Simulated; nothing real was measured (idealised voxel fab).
Module name: voxel ribs on slabs (process module)
Section shown: cut. Width: 215 nm. Cell size: 5 nm, square.
How to read a cross-section here: the picture is a grid of square cells, written as bands going from the top down, and any band can span one or more rows of cells.
Look at the band entry: it leads with the top's height and the bottom's height in nm. Then it lists the materials left to right, with a width in nm for each. The word "throughout" on a single material says that material fills the band edge to edge. The word "empty" is empty space.
Convention: height 0 is the level below which the wafer, as received, is all one material. The lowest band does not terminate at the bottom but continues downward, represented as "from 0 down".
So if you see something like "30 to 40" for the width, read it as the top row of the band sitting at the first number and the bottom row at the second, with every row in between moving by the same amount as the last.
Step marked "all unchanged"? Then no cell in the cross-section changed in it.
The list in "Encapsulated voids" covers empty spaces of 8 cells or more that cannot reach the top through any open way, and it gives each as width x height at distance; the distance is from the left edge, and width, height and distance are in nm.
Note: text after step settings on the step line = simulator remark on that step.
For masked steps, "overlay nm" on the step line gives how far right of plan the mask actually lay; a minus sign means it lay to the left.

[So here's the lineup of process steps we planned]
1,RECEIVE [material Si]
2,DIRECTIONAL_DEP [material SiO2] [thk nm 20]
3,DIRECTIONAL_DEP [material SiN] [thk nm 25]
4,MASKED_ETCH [tone cover] [mask id RIB] [width nm 30] [etch materials SiN] [depth nm 10] [overlay nm 0]
5,DIRECTIONAL_DEP [material aC] [thk nm 15]
6,PATTERN [tone cover] [mask id SLAB] [material resist] [width nm 60] [thk nm 30] [overlay nm 0]
7,DIRECTIONAL_ETCH [etch materials aC] [depth nm 15]
8,STRIP [etch materials resist]
9,DIRECTIONAL_ETCH [etch materials SiN] [depth nm 15]
10,STRIP [etch materials aC]
11,FILL_DEP [material SiO2] [thk nm 20]
12,CMP [height nm 55]
13,DIRECTIONAL_DEP [material TiN] [thk nm 5]
14,PATTERN [tone cover] [mask id HEATER] [material resist] [width nm 40] [thk nm 15] [overlay nm 0]
15,DIRECTIONAL_ETCH [etch materials TiN] [depth nm 5]
16,STRIP [etch materials resist]
17,CONFORMAL_DEP [material SiO2] [thk nm 10]

[First out of two wafers; run went to plan]

[Wafer cross-section on receipt, i.e. after step 1]
	from 0 down | Si throughout
	Encapsulated voids: none

[after step 2]
	from 20 to 0 | SiO2 throughout
	No changes below 0.

[after step 3]
	from 45 to 20 | SiN throughout
	No changes below 20.

[after step 4]
	from 45 to 35 | empty 90 nm, then SiN 30 nm, then empty 95 nm
	No changes below 35.

[after step 5]
	from 60 to 50 | empty 90 nm, then aC 30 nm, then empty 95 nm
	from 50 to 45 | aC throughout
	from 45 to 35 | aC 90 nm, then SiN 30 nm, then aC 95 nm
	No changes below 35.

[after step 6]
	from 90 to 60 | empty 75 nm, then resist 60 nm, then empty 80 nm
	from 60 to 50 | empty 75 nm, then resist 15 nm, then aC 30 nm, then resist 15 nm, then empty 80 nm
	No changes below 50.

[after step 7]
	from 75 to 60 | empty 75 nm, then resist 60 nm, then empty 80 nm
	from 60 to 50 | empty 75 nm, then resist 15 nm, then aC 30 nm, then resist 15 nm, then empty 80 nm
	from 50 to 45 | empty 75 nm, then aC 60 nm, then empty 80 nm
	from 45 to 35 | empty 75 nm, then aC 15 nm, then SiN 30 nm, then aC 15 nm, then empty 80 nm
	No changes below 35.

[after step 8]
	from 60 to 50 | empty 90 nm, then aC 30 nm, then empty 95 nm
	No changes below 50.

[after step 9]
	from 60 to 50 | empty 90 nm, then aC 30 nm, then empty 95 nm
	from 50 to 45 | empty 75 nm, then aC 60 nm, then empty 80 nm
	from 45 to 35 | empty 75 nm, then aC 15 nm, then SiN 30 nm, then aC 15 nm, then empty 80 nm
	from 35 to 20 | empty 75 nm, then SiN 60 nm, then empty 80 nm
	No changes below 20.

[after step 10]
	from 45 to 35 | empty 90 nm, then SiN 30 nm, then empty 95 nm
	No changes below 35.

[after step 11]
	from 65 to 45 | SiO2 throughout
	from 45 to 35 | SiO2 90 nm, then SiN 30 nm, then SiO2 95 nm
	from 35 to 20 | SiO2 75 nm, then SiN 60 nm, then SiO2 80 nm
	No changes below 20.

[after step 12]
	from 55 to 45 | SiO2 throughout
	No changes below 45.

[after step 13]
	from 60 to 55 | TiN throughout
	No changes below 55.

[after step 14]
	from 75 to 60 | empty 85 nm, then resist 40 nm, then empty 90 nm
	No changes below 60.

[after step 15]
	from 75 to 60 | empty 85 nm, then resist 40 nm, then empty 90 nm
	from 60 to 55 | empty 85 nm, then TiN 40 nm, then empty 90 nm
	No changes below 55.

[after step 16]
	from 60 to 55 | empty 85 nm, then TiN 40 nm, then empty 90 nm
	No changes below 55.

[after step 17]
	from 70 to 65 | empty 75 nm, then SiO2 60 nm, then empty 80 nm
	from 65 to 60 | SiO2 throughout
	from 60 to 55 | SiO2 85 nm, then TiN 40 nm, then SiO2 90 nm
	No changes below 55.

[Now the other wafer: same start, same recipe, but we messed up one thing when running it. Up to and including step 1 it's the same as the first one]

[X-section, second wafer, when step 2 was due to finish]
	from 25 to 0 | SiN throughout
	No changes below 0.

[X-section, second wafer, when step 3 was due to finish]
	from 45 to 25 | SiO2 throughout
	No changes below 25.

X-section, second wafer, when step 4 was due to finish: all unchanged

[X-section, second wafer, when step 5 was due to finish]
	from 60 to 45 | aC throughout
	No changes below 45.

[X-section, second wafer, when step 6 was due to finish]
	from 90 to 60 | empty 75 nm, then resist 60 nm, then empty 80 nm
	No changes below 60.

[X-section, second wafer, when step 7 was due to finish]
	from 75 to 60 | empty 75 nm, then resist 60 nm, then empty 80 nm
	from 60 to 45 | empty 75 nm, then aC 60 nm, then empty 80 nm
	No changes below 45.

[X-section, second wafer, when step 8 was due to finish]
	from 60 to 45 | empty 75 nm, then aC 60 nm, then empty 80 nm
	No changes below 45.

X-section, second wafer, when step 9 was due to finish: all unchanged

[X-section, second wafer, when step 10 was due to finish]
	from 45 to 25 | SiO2 throughout
	No changes below 25.

[X-section, second wafer, when step 11 was due to finish]
	from 65 to 25 | SiO2 throughout
	No changes below 25.

[X-section, second wafer, when step 12 was due to finish]
	from 55 to 25 | SiO2 throughout
	No changes below 25.

[X-section, second wafer, when step 13 was due to finish]
	from 60 to 55 | TiN throughout
	No changes below 55.

[X-section, second wafer, when step 14 was due to finish]
	from 75 to 60 | empty 85 nm, then resist 40 nm, then empty 90 nm
	No changes below 60.

[X-section, second wafer, when step 15 was due to finish]
	from 75 to 60 | empty 85 nm, then resist 40 nm, then empty 90 nm
	from 60 to 55 | empty 85 nm, then TiN 40 nm, then empty 90 nm
	No changes below 55.

[X-section, second wafer, when step 16 was due to finish]
	from 60 to 55 | empty 85 nm, then TiN 40 nm, then empty 90 nm
	No changes below 55.

[X-section, second wafer, when step 17 was due to finish]
	from 70 to 65 | empty 75 nm, then SiO2 60 nm, then empty 80 nm
	from 65 to 60 | SiO2 throughout
	from 60 to 55 | SiO2 85 nm, then TiN 40 nm, then SiO2 90 nm
	No changes below 55.
Nonconformance to the process plan: it was found that steps 2 and 3 of the process plan had been performed in exchanged positions
Final comparison by cell count, materials where the second wafer has more or fewer than the first: 167 more of SiN | 167 fewer of SiO2
